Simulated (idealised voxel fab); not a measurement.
The following is a process module called voxel air gaps.
In the cross-section labelled cut, the width is 235 nm and each square cell is 5 nm.
A cross-section is written here as square cells arranged in a grid, and it is given in bands from the top down, each band taking up one or more rows of cells.
What a band's entry tells you: where the top is and where the bottom is, as heights in nm, and after that what lies inside, material by material from left to right, each with its width in nm. Empty space is written as the word "blank", and a single material marked with the word "throughout" occupies the band from edge to edge.
Height 0 is the level under which the wafer as received is all one material. The lowest band goes on downwards, as in "top 0, no bottom".
Read "30..40" as a graded width: first number on top, second number at the bottom, same change between each pair of neighbouring rows.
Given "no alterations made" for a step, no cell of the cross-section differs between before and after that step.
In the "Closed void table" entry, you get each enclosed empty space of 8 cells or more, one with no open way to the top, written width x height at distance, distance from the left edge, in nm.
Whatever follows a step's settings on its line is a remark the simulator itself makes about that step.
On any step carrying a mask, the "overlay nm" setting, if present on the step's line, tells how far right of its planned place the mask lay; negative values point to the left.

## plan
1 op RECEIVE | material Si
2 op CONFORMAL_DEP | material SiO2 | thk nm 10
3 op CONFORMAL_DEP | material SiCN | thk nm 5
4 op DIRECTIONAL_DEP | material SiO2 | thk nm 40
5 op MASKED_ETCH | tone open | mask id LINES | width nm 20 | pitch nm 45 | etch materials SiO2 | depth nm 40 | overlay nm 0
6 op CONFORMAL_DEP | material TiN | thk nm 5
7 op FILL_DEP | material W | thk nm 5
8 op CMP | height nm 55
9 op EPI | material Ru | thk nm 10
10 op SELECTIVE_ETCH | etch materials SiO2 | depth nm 50
11 op CONFORMAL_DEP | material SiCN | thk nm 5

## Cross-section of the incoming wafer, state after step 1
> top 0, no bottom  Si throughout
> Closed void table: none

## Cross-sectional image of the first of two wafers at the end of the module, the run having proceeded as planned
> top 70, bottom 65  blank: 25; SiCN: 185; blank: 25
> top 65, bottom 55  blank: 25; SiCN: 5; Ru: 40; SiCN: 5; Ru: 40; SiCN: 5; Ru: 40; SiCN: 5; Ru: 40; SiCN: 5; blank: 25
> top 55, bottom 50  blank: 25; SiCN: 15; TiN: 5; W: 10; TiN: 5; SiCN: 25; TiN: 5; W: 10; TiN: 5; SiCN: 25; TiN: 5; W: 10; TiN: 5; SiCN: 25; TiN: 5; W: 10; TiN: 5; SiCN: 15; blank: 25
> top 50, bottom 20  blank: 35; SiCN: 5; TiN: 5; W: 10; TiN: 5; SiCN: 5; blank: 15; SiCN: 5; TiN: 5; W: 10; TiN: 5; SiCN: 5; blank: 15; SiCN: 5; TiN: 5; W: 10; TiN: 5; SiCN: 5; blank: 15; SiCN: 5; TiN: 5; W: 10; TiN: 5; SiCN: 5; blank: 35
> top 20, bottom 15  SiCN: 40; TiN: 20; SiCN: 25; TiN: 20; SiCN: 25; TiN: 20; SiCN: 25; TiN: 20; SiCN: 40
> top 15, bottom 10  SiCN throughout
> top 10, bottom 0  SiO2 throughout
> top 0, no bottom  Si throughout
> Closed void table: 15 x 30 at 65; 15 x 30 at 110; 15 x 30 at 155

## This is the second of the two wafers, cross-sectioned at the end of the module; it started exactly like the first and was given the same plan, but it was run with one mistake
> top 80, bottom 75  blank: 15; SiCN: 205; blank: 15
> top 75, bottom 55  blank: 15; SiCN: 5; Ru: 195; SiCN: 5; blank: 15
> top 55, bottom 50  blank: 15; SiCN: 25; TiN: 5; W: 10; TiN: 5; SiO2: 25; TiN: 5; W: 10; TiN: 5; SiO2: 25; TiN: 5; W: 10; TiN: 5; SiO2: 25; TiN: 5; W: 10; TiN: 5; SiCN: 25; blank: 15
> top 50, bottom 20  blank: 35; SiCN: 5; TiN: 5; W: 10; TiN: 5; SiO2: 25; TiN: 5; W: 10; TiN: 5; SiO2: 25; TiN: 5; W: 10; TiN: 5; SiO2: 25; TiN: 5; W: 10; TiN: 5; SiCN: 5; blank: 35
> top 20, bottom 15  SiCN: 40; TiN: 20; SiO2: 25; TiN: 20; SiO2: 25; TiN: 20; SiO2: 25; TiN: 20; SiCN: 40
> top 15, bottom 10  SiCN throughout
> top 10, bottom 0  SiO2 throughout
> top 0, no bottom  Si throughout
> Closed void table: none
Misprocessing identified: yeah, plan step 9 got run twice
at the end the second wafer has, in cells: Ru: 92 more, SiCN: 60 fewer, SiO2: 120 more
First wafer closed voids (final) = 3; second wafer closed voids (final) = 0.
